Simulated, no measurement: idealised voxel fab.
The following is a process module called voxel self aligned contacts.
The cross-section on display is named cut; it measures 175 nm wide, and its cells are 5 nm squares.
This document writes a cross-section as a grid whose cells are square, and gives it as bands, listed from the top down; one or more rows of cells form a band. Read a band's entry like this: the first values are the height of its top and the height of its bottom in nm, and what follows is the sequence of materials from left to right, each with its width in nm. Note that "empty" is empty space, and that a single material marked "full width" reaches across the band from edge to edge. Beneath 0, the wafer as received is one material, and that level is where height counting begins. The lowest band goes on downward without a bottom; it is written like "top 0, no bottom". Read "30..40" as a graded width: first number on top, second number at the bottom, same change between each pair of neighbouring rows. Basically "no change" means that step didn't change any cell in the cross-section. Entry "Voids, fully enclosed" = empty spaces >= 8 cells with no open way to the top; each as width x height at distance, distance from left edge, all nm. It should be noted that, on the line of a given step, the content following the step's settings is a remark produced by the simulator itself with respect to that step. On any step carrying a mask, the "overlay nm" setting, if present on the step's line, tells how far right of its planned place the mask lay; negative values point to the left.

The following list gives the planned process steps
step 1: RECEIVE [material Si]
step 2: CONFORMAL_DEP [material SiO2] [thk nm 5]
step 3: DIRECTIONAL_DEP [material polySi] [thk nm 25]
step 4: DIRECTIONAL_DEP [material SiN] [thk nm 15]
step 5: DIRECTIONAL_DEP [material aC] [thk nm 10]
step 6: PATTERN [tone cover] [mask id GATE] [material resist] [width nm 25] [pitch nm 60] [thk nm 25] [overlay nm 0]
step 7: DIRECTIONAL_ETCH [etch materials aC] [depth nm 10]
step 8: STRIP [etch materials resist]
step 9: DIRECTIONAL_ETCH [etch materials SiN] [depth nm 15]
step 10: DIRECTIONAL_ETCH [etch materials polySi] [depth nm 25]
step 11: STRIP [etch materials aC]
step 12: CONFORMAL_DEP [material SiN] [thk nm 5]
step 13: DIRECTIONAL_ETCH [etch materials SiN] [depth nm 5]
step 14: FILL_DEP [material SiO2] [thk nm 15]
step 15: CMP [height nm 50]
step 16: MASKED_ETCH [tone open] [mask id CONTACT] [width nm 45] [etch materials SiO2] [depth nm 50] [overlay nm 0]
step 17: CONFORMAL_DEP [material TiN] [thk nm 5]
step 18: FILL_DEP [material W] [thk nm 5]
step 19: CMP [height nm 50]
step 20: CONFORMAL_DEP [material SiCN] [thk nm 5]

As-received wafer cross-section (after step 1)
top 0, no bottom | Si full width
Voids, fully enclosed: none

Wafer cross-section at module end: first of two, run to plan
top 55, bottom 50 | SiCN full width
top 50, bottom 45 | SiO2: 65 / TiN: 15 / W: 15 / TiN: 15 / SiO2: 65
top 45, bottom 30 | SiO2: 40 / SiN: 35 / TiN: 5 / W: 15 / TiN: 5 / SiN: 35 / SiO2: 40
top 30, bottom 5 | SiO2: 40 / SiN: 5 / polySi: 25 / SiN: 5 / TiN: 5 / W: 15 / TiN: 5 / SiN: 5 / polySi: 25 / SiN: 5 / SiO2: 40
top 5, bottom 0 | SiO2: 75 / TiN: 25 / SiO2: 75
top 0, no bottom | Si full width
Voids, fully enclosed: none

End of module, second wafer, cross-section. Started like the first, planned like the first, run with one mistake
top 55, bottom 50 | SiCN full width
top 50, bottom 45 | SiO2: 65 / TiN: 15 / W: 15 / TiN: 15 / SiO2: 65
top 45, bottom 30 | SiO2: 40 / SiN: 35 / TiN: 5 / W: 15 / TiN: 5 / SiN: 35 / SiO2: 40
top 30, bottom 15 | SiO2: 40 / SiN: 5 / polySi: 25 / SiN: 5 / TiN: 5 / W: 15 / TiN: 5 / SiN: 5 / polySi: 25 / SiN: 5 / SiO2: 40
top 15, bottom 10 | SiO2: 40 / SiN: 5 / polySi: 25 / SiN: 5 / TiN: 25 / SiN: 5 / polySi: 25 / SiN: 5 / SiO2: 40
top 10, bottom 5 | SiN: 45 / polySi: 25 / SiN: 35 / polySi: 25 / SiN: 45
top 5, bottom 0 | SiO2 full width
top 0, no bottom | Si full width
Voids, fully enclosed: none
Which mistake was made when the wafer was run? so 12 and 13 got swapped relative to the plan, each ran where the other was supposed to
Wrapping up, a cell-based count of both wafers puts the second over or under the first for these materials: SiN: 21 more, SiO2: 11 fewer, TiN: 4 fewer, W: 6 fewer
